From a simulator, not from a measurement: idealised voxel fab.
Process module heading - voxel capacitor over wiring
This is section cut - it's 260 nm across, gridded in 5 nm square cells.
In this document a cross-section is written as a grid of square cells. It is given as a series of bands, listed from the top down, and a band is one or more rows of cells. Look at the band entry: it leads with the top's height and the bottom's height in nm. Then it lists the materials left to right, with a width in nm for each. The word "throughout" on a single material says that material fills the band edge to edge. The word "air" is empty space. It should be noted that heights are counted from 0, beneath which the wafer as supplied is of one material throughout, and that the lowest band possesses no lower boundary but continues downward, as written in "from 0 down". A two-number width, for instance "30->40", indicates that the width is equal to the first number in the top row of the band and to the second number in the bottom row, and that it changes by a constant amount per row of cells. Where the words "nothing was modified" appear for a step, the cross-section shows no cell changed by that step; every cell remained as before. "Trapped void list" enumerates empty spaces isolated from the top, with no open way to it, that contain at least 8 cells, giving each as width x height at distance from the left edge, all three in nm. Past the settings on a step's line: simulator remark, on that step. The setting "overlay nm" may be written on the line of a step. When the step uses a mask, the value reports how far to the right of the planned place the mask lay, and a negative value reports that it lay to the left.
[This section lists the process steps that were planned]
1. RECEIVE with material Si
2. CONFORMAL_DEP with material SiO2, thk nm 15
3. DIRECTIONAL_DEP with material TiN, thk nm 5
4. DIRECTIONAL_DEP with material Ru, thk nm 25
5. PATTERN with tone cover, mask id METAL_1, material resist, width nm 25, pitch nm 95, thk nm 15, overlay nm 0
6. DIRECTIONAL_ETCH with etch materials Ru, depth nm 25
7. DIRECTIONAL_ETCH with etch materials TiN, depth nm 5
8. STRIP with etch materials resist
9. FILL_DEP with material SiO2, thk nm 5
10. CMP with height nm 45
11. CONFORMAL_DEP with material SiCN, thk nm 5
12. DIRECTIONAL_DEP with material SiO2, thk nm 10
13. DIRECTIONAL_DEP with material aC, thk nm 10
14. PATTERN with tone open, mask id PLUG_1, material resist, width nm 15, thk nm 25, overlay nm 0
15. DIRECTIONAL_ETCH with etch materials aC, depth nm 10
16. STRIP with etch materials resist
17. DIRECTIONAL_ETCH with etch materials SiO2, depth nm 10
18. DIRECTIONAL_ETCH with etch materials SiCN, depth nm 5
19. STRIP with etch materials aC
20. EPI with material Ru, thk nm 10
21. EPI with material Ru, thk nm 5
22. DIRECTIONAL_DEP with material TiN, thk nm 5
23. DIRECTIONAL_DEP with material Al2O3, thk nm 5
24. DIRECTIONAL_DEP with material TiN, thk nm 5
25. MASKED_ETCH with tone cover, mask id UPPER_PLATE, width nm 75, etch materials TiN, depth nm 5, overlay nm 0
26. MASKED_ETCH with tone cover, mask id UPPER_PLATE, width nm 75, etch materials Al2O3, depth nm 5, overlay nm 0
27. DIRECTIONAL_DEP with material aC, thk nm 15
28. PATTERN with tone cover, mask id LOWER_PLATE, material resist, width nm 85, thk nm 30, overlay nm 0
29. DIRECTIONAL_ETCH with etch materials aC, depth nm 15
30. STRIP with etch materials resist
31. DIRECTIONAL_ETCH with etch materials TiN, depth nm 5
32. STRIP with etch materials aC
33. FILL_DEP with material SiO2, thk nm 15
34. CMP with height nm 85
35. MASKED_ETCH with tone open, mask id PLUG_2, width nm 15, etch materials SiO2, depth nm 10, overlay nm -15
36. CONFORMAL_DEP with material TiN, thk nm 5
37. FILL_DEP with material W, thk nm 5
38. CMP with height nm 85
39. CONFORMAL_DEP with material SiN, thk nm 5
Don't read the plan's overlay nm for step 35 as applying to every wafer: that's the first wafer's value, and the wafers differ in it, though they all start identical.
[Cross-section of the first of several wafers as received (after step 1)]
	from 0 down = Si throughout
	Trapped void list: none
[Every row in this table is a wafer at the end of the module, and it gives, for each of the materials, the cells that wafer has gained (+) or lost (-) since it was received, then its closed voids]
overlay nm -15, +15 Al2O3, +59 Ru, +49 SiCN, +52 SiN, +713 SiO2, +47 TiN, +1 W, Trapped void list: none
overlay nm -10, +15 Al2O3, +59 Ru, +49 SiCN, +52 SiN, +713 SiO2, +47 TiN, +1 W, Trapped void list: none
overlay nm -5, +15 Al2O3, +59 Ru, +49 SiCN, +52 SiN, +713 SiO2, +47 TiN, +1 W, Trapped void list: none
overlay nm 0, +15 Al2O3, +59 Ru, +49 SiCN, +52 SiN, +713 SiO2, +47 TiN, +1 W, Trapped void list: none
overlay nm 5, +15 Al2O3, +59 Ru, +49 SiCN, +52 SiN, +713 SiO2, +47 TiN, +1 W, Trapped void list: none
overlay nm 10, +15 Al2O3, +59 Ru, +49 SiCN, +52 SiN, +713 SiO2, +47 TiN, +1 W, Trapped void list: none
overlay nm 15, +15 Al2O3, +59 Ru, +49 SiCN, +52 SiN, +713 SiO2, +47 TiN, +1 W, Trapped void list: none
